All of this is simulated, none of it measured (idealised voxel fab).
Proc. module: voxel double patterning
Each square cell in cross-section cut measures 5 nm, and the section as a whole is 170 nm wide.
This document writes a cross-section as a grid whose cells are square, and gives it as bands, listed from the top down; one or more rows of cells form a band. Heights first: top, then bottom, in nm. Then materials, left to right, each with a width in nm. "throughout" on a single material: fills the band edge to edge. "air": empty space. Counting heights begins at 0, where everything beneath is, in the wafer as received, one material. The lowest band has no bottom; it goes on downwards, as "top 0, no bottom" shows. The notation "30->40" denotes a width that varies across the rows of cells in the band, beginning at the first number in the top row, finishing at the second number in the bottom row, and changing by an identical amount from each row to the next. The cross-section has no changed cell in any step marked "identical to before". Look at "Closed void entries" for the closed voids: empty spaces with no open path to the top, sized 8 cells or up. Each is width x height at distance, distance from the left edge, all nm. Anything after a step's settings on that line? It's the simulator's own note about the step. "overlay nm" answers the question of how far to the right of plan the mask lay on a step that has a mask, and when it is negative the answer is to the left.
# The following list gives the planned process steps
- 1: RECEIVE,material Si
- 2: CONFORMAL_DEP,material SiN,thk nm 5
- 3: DIRECTIONAL_DEP,material SiO2,thk nm 10
- 4: DIRECTIONAL_DEP,material SiCN,thk nm 5
- 5: DIRECTIONAL_DEP,material aC,thk nm 5
- 6: PATTERN,tone open,mask id FIRST,material resist,width nm 15,pitch nm 50,thk nm 30,overlay nm 0
- 7: DIRECTIONAL_ETCH,etch materials aC,depth nm 10
- 8: STRIP,etch materials resist
- 9: DIRECTIONAL_ETCH,etch materials SiCN,depth nm 5
- 10: STRIP,etch materials aC
- 11: PATTERN,tone open,mask id SECOND,material resist,width nm 15,pitch nm 50,thk nm 20,overlay nm 0
- 12: DIRECTIONAL_ETCH,etch materials SiCN,depth nm 5
- 13: STRIP,etch materials resist
- 14: DIRECTIONAL_ETCH,etch materials SiO2,depth nm 10
- 15: STRIP,etch materials SiCN
Wafer-to-wafer difference: thk nm, step 5. Common start. Plan = first wafer's value.
# Cut through the first of several wafers as received, post step 1
- top 0, no bottom = Si throughout
- Closed void entries: none
# Basically each wafer gets a line in the table, showing it at the end of the module: material by material, the cells it gained (+) or lost (-) since we got it, then its closed voids
thk nm 5; +34 SiN; +38 SiO2; Closed void entries: none
thk nm 10; +34 SiN; +38 SiO2; Closed void entries: none
thk nm 15; +34 SiN; +56 SiO2; Closed void entries: none
thk nm 20; +34 SiN; +56 SiO2; Closed void entries: none
thk nm 25; +34 SiN; +56 SiO2; Closed void entries: none
